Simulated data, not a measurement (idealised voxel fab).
This section sets out a process module, namely voxel self aligned contacts.
Cross-section cut: width 205 nm, square cells of 5 nm.
Each cross-section below is a grid of square cells, stated as bands in top-down order, with one or more rows of cells making up each band. Heights first: top, then bottom, in nm. Then materials, left to right, each with a width in nm. "full width" on a single material: fills the band edge to edge. "empty": empty space. Measure heights from 0. That's the level where, below it, the as-received wafer is all one material. The lowest band is bottomless and extends downward; write it as in "from 0 down". Read "30->40" as a graded width: first number on top, second number at the bottom, same change between each pair of neighbouring rows. "no change" means the step left every cell of the cross-section as it was. The entry titled "Closed internal voids" provides the empty spaces that have no open way to the top, restricted to those of 8 cells or more. Each is presented as width x height at distance, the distance being measured from the left edge, with all three in nm. after a step's settings: what the simulator itself notes on the step. "overlay nm" denotes, for a step that has a mask, the displacement of the mask to the right of its planned place, with negative values corresponding to the left.

Planned step list for the process:
1,RECEIVE (material Si)
2,CONFORMAL_DEP (material SiO2; thk nm 5)
3,DIRECTIONAL_DEP (material polySi; thk nm 20)
4,DIRECTIONAL_DEP (material SiN; thk nm 20)
5,MASKED_ETCH (tone cover; mask id GATE; width nm 35; pitch nm 70; etch materials SiN; depth nm 20; overlay nm 0)
6,MASKED_ETCH (tone cover; mask id GATE; width nm 35; pitch nm 70; etch materials polySi; depth nm 20; overlay nm 0)
7,CONFORMAL_DEP (material SiN; thk nm 10)
8,DIRECTIONAL_ETCH (etch materials SiN; depth nm 10)
9,FILL_DEP (material SiO2; thk nm 10)
10,CMP (height nm 50)
11,PATTERN (tone open; mask id CONTACT; material resist; width nm 45; pitch nm 70; thk nm 20; overlay nm 0)
12,DIRECTIONAL_ETCH (etch materials SiO2; depth nm 50)
13,STRIP (etch materials resist)
14,CONFORMAL_DEP (material TiN; thk nm 5)
15,FILL_DEP (material Ru; thk nm 10)
16,CMP (height nm 50)
17,CONFORMAL_DEP (material SiCN; thk nm 5)

Incoming wafer, cross-sectional view, post step 1:
* from 0 down = Si full width
* Closed internal voids: none

Final wafer profile in cross-section after the module, from the same start and plan as above, with one mistake made during processing:
* from 55 to 50 = SiCN full width
* from 50 to 45 = TiN=45 | SiO2=45 | TiN=25 | SiO2=45 | TiN=45
* from 45 to 25 = TiN=5 | SiN=55 | SiO2=15 | SiN=55 | SiO2=15 | SiN=55 | TiN=5
* from 25 to 5 = TiN=5 | SiN=10 | polySi=35 | SiN=10 | SiO2=15 | SiN=10 | polySi=35 | SiN=10 | SiO2=15 | SiN=10 | polySi=35 | SiN=10 | TiN=5
* from 5 to 0 = TiN=5 | SiO2=195 | TiN=5
* from 0 down = Si full width
* Closed internal voids: none
Where did the run depart from the plan? it should be noted that step 11 was executed with settings other than those planned, the operation and settings actually applied being PATTERN (tone cover; mask id CONTACT; material resist; width nm 45; pitch nm 70; thk nm 20; overlay nm 0)
